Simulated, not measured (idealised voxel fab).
You're looking at the process module voxel self aligned contacts.
Cross-sectional view cut (width: 230 nm; square cell size: 5 nm).
Cross-section spec: square-cell grid; bands listed top down; each band is one or more rows.
Read a band's entry like this: the first values are the height of its top and the height of its bottom in nm, and what follows is the sequence of materials from left to right, each with its width in nm. Note that "empty" is empty space, and that a single material marked "everywhere" reaches across the band from edge to edge.
Heights from 0 (as-received wafer is one material below). Bottom band endless downward, as "z 0 and below".
You'd read "30->40" like this: the band's top row of cells is as wide as the first number, its bottom row is as wide as the second, and going down, every row changes width by the same amount as the row before did.
"remains unaltered" for a step: no cell of the cross-section changed in that step.
Each empty space that has no open way to the top and spans at least 8 cells appears under "Closed internal cavities" as width x height at distance, the distance counted from the left edge, all in nm.
If you see something after the settings on a step's line, that's the simulator's own remark about that step.
On any step carrying a mask, the "overlay nm" setting, if present on the step's line, tells how far right of its planned place the mask lay; negative values point to the left.

Below is the list of planned process steps:
1. op RECEIVE | material Si
2. op CONFORMAL_DEP | material SiO2 | thk nm 5
3. op DIRECTIONAL_DEP | material polySi | thk nm 25
4. op DIRECTIONAL_DEP | material SiN | thk nm 20
5. op DIRECTIONAL_DEP | material aC | thk nm 15
6. op PATTERN | tone cover | mask id GATE | material resist | width nm 30 | pitch nm 55 | thk nm 30 | overlay nm 0
7. op DIRECTIONAL_ETCH | etch materials aC | depth nm 15
8. op STRIP | etch materials resist
9. op DIRECTIONAL_ETCH | etch materials SiN | depth nm 20
10. op DIRECTIONAL_ETCH | etch materials polySi | depth nm 25
11. op STRIP | etch materials aC
12. op CONFORMAL_DEP | material SiN | thk nm 5
13. op DIRECTIONAL_ETCH | etch materials SiN | depth nm 5
14. op FILL_DEP | material SiO2 | thk nm 15
15. op CMP | height nm 60
16. op DIRECTIONAL_DEP | material aC | thk nm 15
17. op PATTERN | tone open | mask id CONTACT | material resist | width nm 35 | thk nm 35 | overlay nm 0
18. op DIRECTIONAL_ETCH | etch materials aC | depth nm 15
19. op STRIP | etch materials resist
20. op DIRECTIONAL_ETCH | etch materials SiO2 | depth nm 60
21. op STRIP | etch materials aC
22. op CONFORMAL_DEP | material TiN | thk nm 5
23. op FILL_DEP | material W | thk nm 5
24. op CMP | height nm 60
25. op CONFORMAL_DEP | material SiN | thk nm 5

Cross-section of the wafer at receipt, which is the condition after step 1:
z 0 and below = Si everywhere
Closed internal cavities: none

Looking at the first of two wafers in cross-section at end of module - ran to plan:
z 65 to 60 = SiN everywhere
z 60 to 50 = SiO2: 95 | TiN: 5->15 | W: 25->5 | TiN: 5->15 | SiO2: 100
z 50 to 30 = SiO2: 65 | SiN: 40 | TiN: 5 | W: 5 | TiN: 5 | SiN: 40 | SiO2: 70
z 30 to 5 = SiO2: 65 | SiN: 5 | polySi: 30 | SiN: 5 | TiN: 5 | W: 5 | TiN: 5 | SiN: 5 | polySi: 30 | SiN: 5 | SiO2: 70
z 5 to 0 = SiO2: 105 | TiN: 15 | SiO2: 110
z 0 and below = Si everywhere
Closed internal cavities: none

This is the second of the two wafers, cross-sectioned at the end of the module; it started exactly like the first and was given the same plan, but it was run with one mistake:
z 55 to 50 = SiN everywhere
z 50 to 30 = SiO2: 65 | SiN: 40 | TiN: 5 | W: 5 | TiN: 5 | SiN: 40 | SiO2: 70
z 30 to 5 = SiO2: 65 | SiN: 5 | polySi: 30 | SiN: 5 | TiN: 5 | W: 5 | TiN: 5 | SiN: 5 | polySi: 30 | SiN: 5 | SiO2: 70
z 5 to 0 = SiO2: 105 | TiN: 15 | SiO2: 110
z 0 and below = Si everywhere
Closed internal cavities: none
Here's what went sideways: step 24, actual vs plan mismatch, actual run op CMP | height nm 50
Per the end-of-run cell counts, the second wafer holds more or fewer of some materials than the first: SiO2: 78 fewer, TiN: 8 fewer, W: 6 fewer
